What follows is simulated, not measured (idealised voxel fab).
A process module follows: voxel fin reveal.
For reference, the cross-section in this document is cut, with width 275 nm and square cells of 5 nm.
Square cells in a grid make up a cross-section in this document, and the grid is given as bands, listed from the top down, each one or more rows of cells.
Per band: top height and bottom height in nm, followed by the left-to-right materials and their widths in nm; "full width" marks a single material spanning edge to edge, "air" marks empty space.
The reference from which all heights are counted is 0, the level beneath which the as-received wafer is entirely one material; the lowest band, having no lower bound, proceeds downward and is written after the example "0 down".
Think of "30..40" as a width that walks from the first number to the second as you go down the band, top row to bottom row, taking equal-sized steps from row to row.
Take "identical to before" at face value: in the step it is given for, the cross-section changed in none of its cells.
Any empty space of 8 cells or more lacking an open way to the top shows up in "Voids lacking openings" as width x height at distance, distance from the left edge, in nm.
after a step's settings: what the simulator itself notes on the step
Among the settings permitted on a step's line is "overlay nm"; applied to a step with a mask, it specifies the extent to which the mask lay to the right of its planned position, whereas a negative figure signifies a position to the left.
Process steps (planned)
| 1 | RECEIVE with material Si |
| 2 | CONFORMAL_DEP with material SiN, thk nm 10 |
| 3 | MASKED_ETCH with tone cover, mask id FINS, width nm 15, pitch nm 45, etch materials SiN, depth nm 10, overlay nm 0 |
| 4 | MASKED_ETCH with tone cover, mask id FINS, width nm 15, pitch nm 45, etch materials Si, depth nm 35, overlay nm 0 |
| 5 | OXIDIZE with depth nm 5 |
| 6 | FILL_DEP with material SiO2, thk nm 15 |
| 7 | CMP with height nm 10 |
| 8 | SELECTIVE_ETCH with etch materials SiO2, depth nm 20 |
| 9 | STRIP with etch materials SiN |
Cross-section of the wafer as it came to us, i.e., already through step 1
* 0 down | Si full width
* Voids lacking openings: none
Looking at the first of two wafers in cross-section at end of module - ran to plan
* 0 to -10 | air 65; Si 5; air 40; Si 5; air 40; Si 5; air 40; Si 5; air 70
* -10 to -40 | SiO2 65; Si 5; SiO2 40; Si 5; SiO2 40; Si 5; SiO2 40; Si 5; SiO2 70
* -40 down | Si full width
* Voids lacking openings: none
Second wafer of the two, sectioned at the end of the module. It began like the first and followed the same plan, but one mistake was made while running it
* 0 to -10 | air 65..60; Si 5..10; air 40..35; Si 5..10; air 40..35; Si 5..10; air 40..35; Si 5..10; air 70
* -10 to -40 | SiO2 60; Si 10; SiO2 35; Si 10; SiO2 35; Si 10; SiO2 35; Si 10; SiO2 70
* -40 down | Si full width
* Voids lacking openings: none
Run error: step 4 was processed under conditions differing from the plan, specifically as MASKED_ETCH with tone cover, mask id FINS, width nm 15, pitch nm 45, etch materials Si, depth nm 35, overlay nm -5
The final cell counts differ between the wafers, with the second having more or fewer of some materials than the first: 28 more of Si; 24 fewer of SiO2
